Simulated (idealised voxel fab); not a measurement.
Process module under the name voxel local oxidation
The width of the displayed cross-section, cut, is 175 nm; its cells are square, with a size of 5 nm.
Bands, listed from the top down, are how a cross-section gets written in this document; the cross-section itself is a grid of square cells, and a band is one or more rows of them. In this notation a band is specified by the heights of its top and bottom, in that order and in nm, after which its materials appear from left to right, each paired with its width in nm. The word "edge to edge" attached to a single material means that material fills the band from edge to edge; the word "air" stands for empty space. Height 0 is the level under which the wafer as received is all one material. The lowest band goes on downwards, as in "0 and below". With a width like "30->40", each row of cells in the band differs from the next by the same amount, the top row carrying the first number and the bottom row the second. "no alteration" for a step: no cell of the cross-section changed in that step. If an empty space has no open way to the top and is at least 8 cells in size, "Sealed void list" lists it, written width x height at distance, where distance is measured from the left edge and every value is in nm. Text after the settings on a step's line: the simulator's own remark on that step. For masked steps, "overlay nm" on the step line gives how far right of plan the mask actually lay; a minus sign means it lay to the left.

Process steps (planned):
| 1 | RECEIVE: material Si |
| 2 | OXIDIZE: depth nm 5 |
| 3 | CONFORMAL_DEP: material SiN, thk nm 15 |
| 4 | PATTERN: tone cover, mask id ACTIVE, material resist, width nm 95, thk nm 20, overlay nm 0 |
| 5 | DIRECTIONAL_ETCH: etch materials SiN, depth nm 15 |
| 6 | STRIP: etch materials resist |
| 7 | SELECTIVE_ETCH: etch materials SiO2, depth nm 5 |
| 8 | OXIDIZE: depth nm 15 |
| 9 | STRIP: etch materials SiN |

Wafer at receipt (post step 1), cross-section:
  0 and below | Si edge to edge
  Sealed void list: none

Cross-section taken at module completion on the first of two wafers; processed per the plan:
  0 down to -5 | air 45 nm  SiO2 85 nm  air 45 nm
  -5 down to -20 | SiO2 60 nm  Si 55 nm  SiO2 60 nm
  -20 and below | Si edge to edge
  Sealed void list: none

Here is the second of the two wafers cut open at the end of the module - same start, same plan as the first one, but we made one mistake running it:
  0 down to -5 | air 40 nm  SiO2 95 nm  air 40 nm
  -5 down to -20 | SiO2 55 nm  Si 65 nm  SiO2 55 nm
  -20 and below | Si edge to edge
  Sealed void list: none
Processing error: step 4 ran differently from the plan; actual operation with settings: PATTERN: tone cover, mask id ACTIVE, material resist, width nm 105, thk nm 20, overlay nm 0
End check, counted in cells, second wafer has more or fewer of these materials than the first: Si: 6 more, SiO2: 4 fewer
